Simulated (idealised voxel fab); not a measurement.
This section sets out a process module, namely voxel released beams.
FYI the section here is cut, 175 nm wide, cells are 5 nm squares.
Notation: cross-section as square-cell grid; stated in bands, top first, going down; one or more cell rows per band.
Band: top and bottom heights (nm) first, top before bottom; then materials from left to right, widths in nm. "full width" marks a sole material filling the band edge to edge. "air" denotes empty space.
Beneath 0, the wafer as received is one material, and that level is where height counting begins. The lowest band goes on downward without a bottom; it is written like "0 and below".
Width "30 to 40": first value at the band's top row of cells, second value at its bottom row, equal change from row to row.
Key: "nothing got changed" - step with no changed cell in the cross-section.
For the entry "Unvented voids", the listed items are empty spaces with no open way to the top whose size is 8 cells or more; each item follows the pattern width x height at distance, where distance is from the left edge and all three are in nm.
Step line, after settings: the simulator's comment on this step.
overlay nm: for a step with a mask, the amount by which the mask lay right of where it was planned; a negative amount means left of it.
[Intended process steps]
- 1: RECEIVE: material Si
- 2: CONFORMAL_DEP: material SiN, thk nm 5
- 3: DIRECTIONAL_DEP: material SiO2, thk nm 15
- 4: PATTERN: tone open, mask id ANCHOR, material resist, width nm 35, thk nm 15, overlay nm 0
- 5: DIRECTIONAL_ETCH: etch materials SiO2, depth nm 15
- 6: STRIP: etch materials resist
- 7: CONFORMAL_DEP: material W, thk nm 15
- 8: DIRECTIONAL_DEP: material aC, thk nm 10
- 9: PATTERN: tone cover, mask id BEAM, material resist, width nm 120, thk nm 25, overlay nm 0
- 10: DIRECTIONAL_ETCH: etch materials aC, depth nm 10
- 11: STRIP: etch materials resist
- 12: DIRECTIONAL_ETCH: etch materials W, depth nm 15
- 13: STRIP: etch materials aC
- 14: STRIP: etch materials SiO2
[first wafer, as planned]
[Cross-section of the wafer upon arrival, representing the state reached after step 1]
- 0 and below  Si full width
- Unvented voids: none
[Sectional view: wafer, after step 2]
- 5 down to 0  SiN full width
- For the remainder of the cross-section, below 0, there is no change.
[Sectional view: wafer, after step 3]
- 20 down to 5  SiO2 full width
- For the remainder of the cross-section, below 5, there is no change.
[Sectional view: wafer, after step 4]
- 35 down to 20  30 of resist, then 35 of air, then 110 of resist
- For the remainder of the cross-section, below 20, there is no change.
[Sectional view: wafer, after step 5]
- 35 down to 20  30 of resist, then 35 of air, then 110 of resist
- 20 down to 5  30 of SiO2, then 35 of air, then 110 of SiO2
- For the remainder of the cross-section, below 5, there is no change.
[Sectional view: wafer, after step 6]
- 20 down to 5  30 of SiO2, then 35 of air, then 110 of SiO2
- For the remainder of the cross-section, below 5, there is no change.
[Sectional view: wafer, after step 7]
- 35 down to 20  45 of W, then 5 of air, then 125 of W
- 20 down to 5  30 of SiO2, then 35 of W, then 110 of SiO2
- For the remainder of the cross-section, below 5, there is no change.
[Sectional view: wafer, after step 8]
- 45 down to 35  45 of aC, then 5 of air, then 125 of aC
- 35 down to 30  45 of W, then 5 of air, then 125 of W
- 30 down to 20  45 of W, then 5 of aC, then 125 of W
- For the remainder of the cross-section, below 20, there is no change.
[Sectional view: wafer, after step 9]
- 70 down to 45  25 of air, then 120 of resist, then 30 of air
- 45 down to 35  45 of aC, then 5 of resist, then 125 of aC
- 35 down to 30  45 of W, then 5 of resist, then 125 of W
- For the remainder of the cross-section, below 30, there is no change.
[Sectional view: wafer, after step 10]
- 60 down to 45  25 of air, then 120 of resist, then 30 of air
- 45 down to 35  25 of air, then 20 of aC, then 5 of resist, then 95 of aC, then 30 of air
- For the remainder of the cross-section, below 35, there is no change.
[Sectional view: wafer, after step 11]
- 45 down to 35  25 of air, then 20 of aC, then 5 of air, then 95 of aC, then 30 of air
- 35 down to 30  45 of W, then 5 of air, then 125 of W
- For the remainder of the cross-section, below 30, there is no change.
[Sectional view: wafer, after step 12]
- 45 down to 35  25 of air, then 20 of aC, then 5 of air, then 95 of aC, then 30 of air
- 35 down to 30  25 of air, then 20 of W, then 5 of air, then 95 of W, then 30 of air
- 30 down to 20  25 of air, then 20 of W, then 5 of aC, then 95 of W, then 30 of air
- For the remainder of the cross-section, below 20, there is no change.
[Sectional view: wafer, after step 13]
- 35 down to 20  25 of air, then 20 of W, then 5 of air, then 95 of W, then 30 of air
- For the remainder of the cross-section, below 20, there is no change.
[Sectional view: wafer, after step 14]
- 35 down to 20  25 of air, then 20 of W, then 5 of air, then 95 of W, then 30 of air
- 20 down to 5  30 of air, then 35 of W, then 110 of air
- For the remainder of the cross-section, below 5, there is no change.
[Regarding the second of the two wafers: it shared the first wafer's starting condition and process plan, yet one error occurred during its execution. Its history coincides with that of the first wafer up to and including step 1]
The second wafer in cross-section, at the planned close of step 2: nothing got changed
[The second wafer in cross-section, at the planned close of step 3]
- 15 down to 0  SiO2 full width
- For the remainder of the cross-section, below 0, there is no change.
[The second wafer in cross-section, at the planned close of step 4]
- 30 down to 15  30 of resist, then 35 of air, then 110 of resist
- For the remainder of the cross-section, below 15, there is no change.
[The second wafer in cross-section, at the planned close of step 5]
- 30 down to 15  30 of resist, then 35 of air, then 110 of resist
- 15 down to 0  30 of SiO2, then 35 of air, then 110 of SiO2
- For the remainder of the cross-section, below 0, there is no change.
[The second wafer in cross-section, at the planned close of step 6]
- 15 down to 0  30 of SiO2, then 35 of air, then 110 of SiO2
- For the remainder of the cross-section, below 0, there is no change.
[The second wafer in cross-section, at the planned close of step 7]
- 30 down to 15  45 of W, then 5 of air, then 125 of W
- 15 down to 0  30 of SiO2, then 35 of W, then 110 of SiO2
- For the remainder of the cross-section, below 0, there is no change.
[The second wafer in cross-section, at the planned close of step 8]
- 40 down to 30  45 of aC, then 5 of air, then 125 of aC
- 30 down to 25  45 of W, then 5 of air, then 125 of W
- 25 down to 15  45 of W, then 5 of aC, then 125 of W
- For the remainder of the cross-section, below 15, there is no change.
[The second wafer in cross-section, at the planned close of step 9]
- 65 down to 40  25 of air, then 120 of resist, then 30 of air
- 40 down to 30  45 of aC, then 5 of resist, then 125 of aC
- 30 down to 25  45 of W, then 5 of resist, then 125 of W
- For the remainder of the cross-section, below 25, there is no change.
[The second wafer in cross-section, at the planned close of step 10]
- 55 down to 40  25 of air, then 120 of resist, then 30 of air
- 40 down to 30  25 of air, then 20 of aC, then 5 of resist, then 95 of aC, then 30 of air
- For the remainder of the cross-section, below 30, there is no change.
[The second wafer in cross-section, at the planned close of step 11]
- 40 down to 30  25 of air, then 20 of aC, then 5 of air, then 95 of aC, then 30 of air
- 30 down to 25  45 of W, then 5 of air, then 125 of W
- For the remainder of the cross-section, below 25, there is no change.
[The second wafer in cross-section, at the planned close of step 12]
- 40 down to 30  25 of air, then 20 of aC, then 5 of air, then 95 of aC, then 30 of air
- 30 down to 25  25 of air, then 20 of W, then 5 of air, then 95 of W, then 30 of air
- 25 down to 15  25 of air, then 20 of W, then 5 of aC, then 95 of W, then 30 of air
- For the remainder of the cross-section, below 15, there is no change.
[The second wafer in cross-section, at the planned close of step 13]
- 30 down to 15  25 of air, then 20 of W, then 5 of air, then 95 of W, then 30 of air
- For the remainder of the cross-section, below 15, there is no change.
[The second wafer in cross-section, at the planned close of step 14]
- 30 down to 15  25 of air, then 20 of W, then 5 of air, then 95 of W, then 30 of air
- 15 down to 0  30 of air, then 35 of W, then 110 of air
- For the remainder of the cross-section, below 0, there is no change.
What was done differently from what was planned? plan step 2 never ran because it was skipped
Wafer comparison, final, in cells, second relative to first, materials more or fewer: 35 fewer of SiN
